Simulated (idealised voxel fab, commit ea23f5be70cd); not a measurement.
Proc. module: voxel wiring stack
Square cell edge 5 nm, section width 265 nm, ID cut.
How to read a cross-section here: the picture is a grid of square cells, written as bands going from the top down, and any band can span one or more rows of cells.
In this notation a band is specified by the heights of its top and bottom, in that order and in nm, after which its materials appear from left to right, each paired with its width in nm. The word "throughout" attached to a single material means that material fills the band from edge to edge; the word "blank" stands for empty space.
Measure heights from 0. That's the level where, below it, the as-received wafer is all one material. The lowest band is bottomless and extends downward; write it as in "from 0 down".
A two-number width, for instance "30..40", indicates that the width is equal to the first number in the top row of the band and to the second number in the bottom row, and that it changes by a constant amount per row of cells.
Given "remained the same" for a step, no cell of the cross-section differs between before and after that step.
For the entry "Enclosed void inventory", the listed items are empty spaces with no open way to the top whose size is 8 cells or more; each item follows the pattern width x height at distance, where distance is from the left edge and all three are in nm.
Formally, on a step line, whatever follows the settings is a remark that the simulator itself makes on the step.
Each step line may optionally specify "overlay nm", which for a step with a mask gives the rightward distance between the mask's planned place and where it lay, a negative value indicating the leftward direction.
**These are the steps we planned for the process**
1. op RECEIVE | material Si
2. op CONFORMAL_DEP | material SiO2 | thk nm 10
3. op DIRECTIONAL_DEP | material TiN | thk nm 5
4. op DIRECTIONAL_DEP | material W | thk nm 25
5. op PATTERN | tone cover | mask id METAL_1 | material resist | width nm 30 | pitch nm 55 | thk nm 15 | overlay nm 0
6. op DIRECTIONAL_ETCH | etch materials W | depth nm 25
7. op DIRECTIONAL_ETCH | etch materials TiN | depth nm 5
8. op STRIP | etch materials resist
9. op FILL_DEP | material SiO2 | thk nm 10
10. op CMP | height nm 40
11. op CONFORMAL_DEP | material SiCN | thk nm 5
12. op DIRECTIONAL_DEP | material SiO2 | thk nm 30
13. op PATTERN | tone open | mask id METAL_2_HOLES | material resist | width nm 15 | pitch nm 55 | thk nm 20 | overlay nm 0
14. op DIRECTIONAL_ETCH | etch materials SiO2 | depth nm 30
15. op STRIP | etch materials resist
16. op DIRECTIONAL_DEP | material aC | thk nm 15
17. op PATTERN | tone open | mask id METAL_2 | material resist | width nm 30 | pitch nm 55 | thk nm 35 | overlay nm 0
18. op DIRECTIONAL_ETCH | etch materials aC | depth nm 15
19. op STRIP | etch materials resist
20. op DIRECTIONAL_ETCH | etch materials SiO2 | depth nm 20
21. op DIRECTIONAL_ETCH | etch materials SiCN | depth nm 5
22. op STRIP | etch materials aC
23. op CONFORMAL_DEP | material TiN | thk nm 5
24. op FILL_DEP | material Ru | thk nm 5
25. op CMP | height nm 75
26. op CONFORMAL_DEP | material SiCN | thk nm 5
27. op DIRECTIONAL_DEP | material lowk | thk nm 10
28. op MASKED_ETCH | tone open | mask id PLUG_2 | width nm 15 | pitch nm 110 | etch materials lowk | depth nm 10 | overlay nm 0
29. op MASKED_ETCH | tone open | mask id PLUG_2 | width nm 15 | pitch nm 110 | etch materials SiCN | depth nm 5 | overlay nm 0
30. op CONFORMAL_DEP | material TiN | thk nm 5
31. op FILL_DEP | material Cu | thk nm 10
32. op CMP | height nm 90
33. op DIRECTIONAL_DEP | material TiN | thk nm 5
34. op DIRECTIONAL_DEP | material Ru | thk nm 25
35. op MASKED_ETCH | tone cover | mask id METAL_3 | width nm 30 | pitch nm 55 | etch materials Ru | depth nm 25 | overlay nm 0
36. op MASKED_ETCH | tone cover | mask id METAL_3 | width nm 30 | pitch nm 55 | etch materials TiN | depth nm 5 | overlay nm 0
37. op CONFORMAL_DEP | material SiN | thk nm 5
38. op FILL_DEP | material lowk | thk nm 5
39. op CMP | height nm 120
40. op CONFORMAL_DEP | material SiN | thk nm 5
**This is the cross-section of the wafer as we received it, i.e. after step 1**
* from 0 down  Si throughout
* Enclosed void inventory: none
**Looking at the first of two wafers in cross-section at end of module - ran to plan**
* from 125 to 120  SiN throughout
* from 120 to 95  lowk 30 nm / SiN 5 nm / Ru 30 nm / SiN 5 nm / lowk 15 nm / SiN 5 nm / Ru 30 nm / SiN 5 nm / lowk 15 nm / SiN 5 nm / Ru 30 nm / SiN 5 nm / lowk 15 nm / SiN 5 nm / Ru 30 nm / SiN 5 nm / lowk 30 nm
* from 95 to 90  SiN 35 nm / TiN 30 nm / SiN 25 nm / TiN 30 nm / SiN 25 nm / TiN 30 nm / SiN 25 nm / TiN 30 nm / SiN 35 nm
* from 90 to 80  lowk 35 nm / TiN 5 nm / Cu 5 nm / TiN 5 nm / lowk 95 nm / TiN 5 nm / Cu 5 nm / TiN 5 nm / lowk 105 nm
* from 80 to 75  SiCN 35 nm / TiN 15 nm / SiCN 95 nm / TiN 15 nm / SiCN 105 nm
* from 75 to 60  SiO2 35 nm / TiN 5 nm / Ru 20 nm / TiN 5 nm / SiO2 25 nm / TiN 5 nm / Ru 20 nm / TiN 5 nm / SiO2 25 nm / TiN 5 nm / Ru 20 nm / TiN 5 nm / SiO2 25 nm / TiN 5 nm / Ru 20 nm / TiN 5 nm / SiO2 35 nm
* from 60 to 55  SiO2 35 nm / TiN 5 nm / Ru 5 nm / TiN 20 nm / SiO2 25 nm / TiN 5 nm / Ru 5 nm / TiN 20 nm / SiO2 25 nm / TiN 5 nm / Ru 5 nm / TiN 20 nm / SiO2 25 nm / TiN 5 nm / Ru 5 nm / TiN 20 nm / SiO2 35 nm
* from 55 to 45  SiO2 35 nm / TiN 5 nm / Ru 5 nm / TiN 5 nm / SiO2 40 nm / TiN 5 nm / Ru 5 nm / TiN 5 nm / SiO2 40 nm / TiN 5 nm / Ru 5 nm / TiN 5 nm / SiO2 40 nm / TiN 5 nm / Ru 5 nm / TiN 5 nm / SiO2 50 nm
* from 45 to 40  SiCN 35 nm / TiN 15 nm / SiCN 40 nm / TiN 15 nm / SiCN 40 nm / TiN 15 nm / SiCN 40 nm / TiN 15 nm / SiCN 50 nm
* from 40 to 15  SiO2 35 nm / W 30 nm / SiO2 25 nm / W 30 nm / SiO2 25 nm / W 30 nm / SiO2 25 nm / W 30 nm / SiO2 35 nm
* from 15 to 10  SiO2 35 nm / TiN 30 nm / SiO2 25 nm / TiN 30 nm / SiO2 25 nm / TiN 30 nm / SiO2 25 nm / TiN 30 nm / SiO2 35 nm
* from 10 to 0  SiO2 throughout
* from 0 down  Si throughout
* Enclosed void inventory: none
**Here is the second of the two wafers cut open at the end of the module - same start, same plan as the first one, but we made one mistake running it**
* from 125 to 120  SiN throughout
* from 120 to 100  Ru 35 nm / SiN 5 nm / lowk 20 nm / SiN 5 nm / Ru 25 nm / SiN 5 nm / lowk 20 nm / SiN 5 nm / Ru 25 nm / SiN 5 nm / lowk 20 nm / SiN 5 nm / Ru 25 nm / SiN 5 nm / lowk 20 nm / SiN 5 nm / Ru 35 nm
* from 100 to 95  Ru 35 nm / SiN 30 nm / Ru 25 nm / SiN 30 nm / Ru 25 nm / SiN 30 nm / Ru 25 nm / SiN 30 nm / Ru 35 nm
* from 95 to 90  TiN throughout
* from 90 to 80  lowk 35 nm / TiN 5 nm / Cu 5 nm / TiN 5 nm / lowk 95 nm / TiN 5 nm / Cu 5 nm / TiN 5 nm / lowk 105 nm
* from 80 to 75  SiCN 35 nm / TiN 15 nm / SiCN 95 nm / TiN 15 nm / SiCN 105 nm
* from 75 to 60  SiO2 35 nm / TiN 5 nm / Ru 20 nm / TiN 5 nm / SiO2 25 nm / TiN 5 nm / Ru 20 nm / TiN 5 nm / SiO2 25 nm / TiN 5 nm / Ru 20 nm / TiN 5 nm / SiO2 25 nm / TiN 5 nm / Ru 20 nm / TiN 5 nm / SiO2 35 nm
* from 60 to 55  SiO2 35 nm / TiN 5 nm / Ru 5 nm / TiN 20 nm / SiO2 25 nm / TiN 5 nm / Ru 5 nm / TiN 20 nm / SiO2 25 nm / TiN 5 nm / Ru 5 nm / TiN 20 nm / SiO2 25 nm / TiN 5 nm / Ru 5 nm / TiN 20 nm / SiO2 35 nm
* from 55 to 45  SiO2 35 nm / TiN 5 nm / Ru 5 nm / TiN 5 nm / SiO2 40 nm / TiN 5 nm / Ru 5 nm / TiN 5 nm / SiO2 40 nm / TiN 5 nm / Ru 5 nm / TiN 5 nm / SiO2 40 nm / TiN 5 nm / Ru 5 nm / TiN 5 nm / SiO2 50 nm
* from 45 to 40  SiCN 35 nm / TiN 15 nm / SiCN 40 nm / TiN 15 nm / SiCN 40 nm / TiN 15 nm / SiCN 40 nm / TiN 15 nm / SiCN 50 nm
* from 40 to 15  SiO2 35 nm / W 30 nm / SiO2 25 nm / W 30 nm / SiO2 25 nm / W 30 nm / SiO2 25 nm / W 30 nm / SiO2 35 nm
* from 15 to 10  SiO2 35 nm / TiN 30 nm / SiO2 25 nm / TiN 30 nm / SiO2 25 nm / TiN 30 nm / SiO2 25 nm / TiN 30 nm / SiO2 35 nm
* from 10 to 0  SiO2 throughout
* from 0 down  Si throughout
* Enclosed void inventory: none
Diagnosis: step 35 changed vs plan, executed as op MASKED_ETCH | tone open | mask id METAL_3 | width nm 30 | pitch nm 55 | etch materials Ru | depth nm 25 | overlay nm 0
End check, counted in cells, second wafer has more or fewer of these materials than the first: 25 more of Ru, 13 fewer of SiN, 29 more of TiN, 41 fewer of lowk
